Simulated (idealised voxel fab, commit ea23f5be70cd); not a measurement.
Presented below is a process module, voxel spacer lines.
For reference, the cross-section in this document is cut, with width 270 nm and square cells of 5 nm.
This document writes a cross-section as a grid whose cells are square, and gives it as bands, listed from the top down; one or more rows of cells form a band.
Quick guide to a band line: top height, bottom height (nm) up front; then every material left to right with its width in nm. Only one material and it's marked "everywhere"? Then it fills the band edge to edge. And "air" just means empty space.
Heads up on the height convention: 0 is the point under which the incoming wafer is all one material, and the lowest band has no bottom, it just keeps going down, like "0 down".
With a width like "30->40", each row of cells in the band differs from the next by the same amount, the top row carrying the first number and the bottom row the second.
Where a step carries "remains unaltered", the cross-section came out of it unchanged, cell for cell.
In the "Trapped voids" entry, you get each enclosed empty space of 8 cells or more, one with no open way to the top, written width x height at distance, distance from the left edge, in nm.
That trailing text on a step's line, after the settings, is the simulator's own remark on the step.
overlay nm, on a step with a mask: how far to the right of its planned place the mask lay; to the left if negative
This section lists the process steps that were planned
1: RECEIVE | material Si
2: CONFORMAL_DEP | material Al2O3 | thk nm 5
3: DIRECTIONAL_DEP | material SiN | thk nm 15
4: DIRECTIONAL_DEP | material aC | thk nm 20
5: PATTERN | tone cover | mask id MANDREL | material resist | width nm 25 | pitch nm 70 | thk nm 25 | overlay nm 0
6: DIRECTIONAL_ETCH | etch materials aC | depth nm 20
7: STRIP | etch materials resist
8: CONFORMAL_DEP | material SiO2 | thk nm 10
9: DIRECTIONAL_ETCH | etch materials SiO2 | depth nm 10
10: STRIP | etch materials aC
11: DIRECTIONAL_ETCH | etch materials SiN | depth nm 15
12: STRIP | etch materials SiO2
13: FILL_DEP | material SiO2 | thk nm 10
14: CMP | height nm 20
First of two wafers - as planned
Wafer at receipt (post step 1), cross-section
> 0 down  Si everywhere
> Trapped voids: none
The wafer in cross-section once step 2 is complete
> 5 to 0  Al2O3 everywhere
> No changes below 0.
The wafer in cross-section once step 3 is complete
> 20 to 5  SiN everywhere
> No changes below 5.
The wafer in cross-section once step 4 is complete
> 40 to 20  aC everywhere
> No changes below 20.
The wafer in cross-section once step 5 is complete
> 65 to 40  air=50, then resist=25, then air=45, then resist=25, then air=45, then resist=25, then air=55
> No changes below 40.
The wafer in cross-section once step 6 is complete
> 45 to 40  air=50, then resist=25, then air=45, then resist=25, then air=45, then resist=25, then air=55
> 40 to 20  air=50, then aC=25, then air=45, then aC=25, then air=45, then aC=25, then air=55
> No changes below 20.
The wafer in cross-section once step 7 is complete
> 40 to 20  air=50, then aC=25, then air=45, then aC=25, then air=45, then aC=25, then air=55
> No changes below 20.
The wafer in cross-section once step 8 is complete
> 50 to 40  air=40, then SiO2=45, then air=25, then SiO2=45, then air=25, then SiO2=45, then air=45
> 40 to 30  air=40, then SiO2=10, then aC=25, then SiO2=10, then air=25, then SiO2=10, then aC=25, then SiO2=10, then air=25, then SiO2=10, then aC=25, then SiO2=10, then air=45
> 30 to 20  SiO2=50, then aC=25, then SiO2=45, then aC=25, then SiO2=45, then aC=25, then SiO2=55
> No changes below 20.
The wafer in cross-section once step 9 is complete
> 40 to 20  air=40, then SiO2=10, then aC=25, then SiO2=10, then air=25, then SiO2=10, then aC=25, then SiO2=10, then air=25, then SiO2=10, then aC=25, then SiO2=10, then air=45
> No changes below 20.
The wafer in cross-section once step 10 is complete
> 40 to 20  air=40, then SiO2=10, then air=25, then SiO2=10, then air=25, then SiO2=10, then air=25, then SiO2=10, then air=25, then SiO2=10, then air=25, then SiO2=10, then air=45
> No changes below 20.
The wafer in cross-section once step 11 is complete
> 40 to 20  air=40, then SiO2=10, then air=25, then SiO2=10, then air=25, then SiO2=10, then air=25, then SiO2=10, then air=25, then SiO2=10, then air=25, then SiO2=10, then air=45
> 20 to 5  air=40, then SiN=10, then air=25, then SiN=10, then air=25, then SiN=10, then air=25, then SiN=10, then air=25, then SiN=10, then air=25, then SiN=10, then air=45
> No changes below 5.
The wafer in cross-section once step 12 is complete
> 20 to 5  air=40, then SiN=10, then air=25, then SiN=10, then air=25, then SiN=10, then air=25, then SiN=10, then air=25, then SiN=10, then air=25, then SiN=10, then air=45
> No changes below 5.
The wafer in cross-section once step 13 is complete
> 30 to 20  SiO2 everywhere
> 20 to 5  SiO2=40, then SiN=10, then SiO2=25, then SiN=10, then SiO2=25, then SiN=10, then SiO2=25, then SiN=10, then SiO2=25, then SiN=10, then SiO2=25, then SiN=10, then SiO2=45
> No changes below 5.
The wafer in cross-section once step 14 is complete
> 20 to 5  SiO2=40, then SiN=10, then SiO2=25, then SiN=10, then SiO2=25, then SiN=10, then SiO2=25, then SiN=10, then SiO2=25, then SiN=10, then SiO2=25, then SiN=10, then SiO2=45
> No changes below 5.
Second wafer. Start and plan as for the first. One mistake made in running. Agrees with the first up to and including step 1
Second wafer, cross-section, planned end of step 2: remains unaltered
Second wafer, cross-section, planned end of step 3
> 15 to 0  SiN everywhere
> No changes below 0.
Second wafer, cross-section, planned end of step 4
> 35 to 15  aC everywhere
> No changes below 15.
Second wafer, cross-section, planned end of step 5
> 60 to 35  air=50, then resist=25, then air=45, then resist=25, then air=45, then resist=25, then air=55
> No changes below 35.
Second wafer, cross-section, planned end of step 6
> 40 to 35  air=50, then resist=25, then air=45, then resist=25, then air=45, then resist=25, then air=55
> 35 to 15  air=50, then aC=25, then air=45, then aC=25, then air=45, then aC=25, then air=55
> No changes below 15.
Second wafer, cross-section, planned end of step 7
> 35 to 15  air=50, then aC=25, then air=45, then aC=25, then air=45, then aC=25, then air=55
> No changes below 15.
Second wafer, cross-section, planned end of step 8
> 45 to 35  air=40, then SiO2=45, then air=25, then SiO2=45, then air=25, then SiO2=45, then air=45
> 35 to 25  air=40, then SiO2=10, then aC=25, then SiO2=10, then air=25, then SiO2=10, then aC=25, then SiO2=10, then air=25, then SiO2=10, then aC=25, then SiO2=10, then air=45
> 25 to 15  SiO2=50, then aC=25, then SiO2=45, then aC=25, then SiO2=45, then aC=25, then SiO2=55
> No changes below 15.
Second wafer, cross-section, planned end of step 9
> 35 to 15  air=40, then SiO2=10, then aC=25, then SiO2=10, then air=25, then SiO2=10, then aC=25, then SiO2=10, then air=25, then SiO2=10, then aC=25, then SiO2=10, then air=45
> No changes below 15.
Second wafer, cross-section, planned end of step 10
> 35 to 15  air=40, then SiO2=10, then air=25, then SiO2=10, then air=25, then SiO2=10, then air=25, then SiO2=10, then air=25, then SiO2=10, then air=25, then SiO2=10, then air=45
> No changes below 15.
Second wafer, cross-section, planned end of step 11
> 35 to 15  air=40, then SiO2=10, then air=25, then SiO2=10, then air=25, then SiO2=10, then air=25, then SiO2=10, then air=25, then SiO2=10, then air=25, then SiO2=10, then air=45
> 15 to 0  air=40, then SiN=10, then air=25, then SiN=10, then air=25, then SiN=10, then air=25, then SiN=10, then air=25, then SiN=10, then air=25, then SiN=10, then air=45
> No changes below 0.
Second wafer, cross-section, planned end of step 12
> 15 to 0  air=40, then SiN=10, then air=25, then SiN=10, then air=25, then SiN=10, then air=25, then SiN=10, then air=25, then SiN=10, then air=25, then SiN=10, then air=45
> No changes below 0.
Second wafer, cross-section, planned end of step 13
> 25 to 15  SiO2 everywhere
> 15 to 0  SiO2=40, then SiN=10, then SiO2=25, then SiN=10, then SiO2=25, then SiN=10, then SiO2=25, then SiN=10, then SiO2=25, then SiN=10, then SiO2=25, then SiN=10, then SiO2=45
> No changes below 0.
Second wafer, cross-section, planned end of step 14
> 20 to 15  SiO2 everywhere
> No changes below 15.
Here's what went sideways: plan step 2 skipped
Bottom line after processing is that, in cells, the second wafer is up or down on some materials versus the first: Al2O3 -54 | SiO2 +54
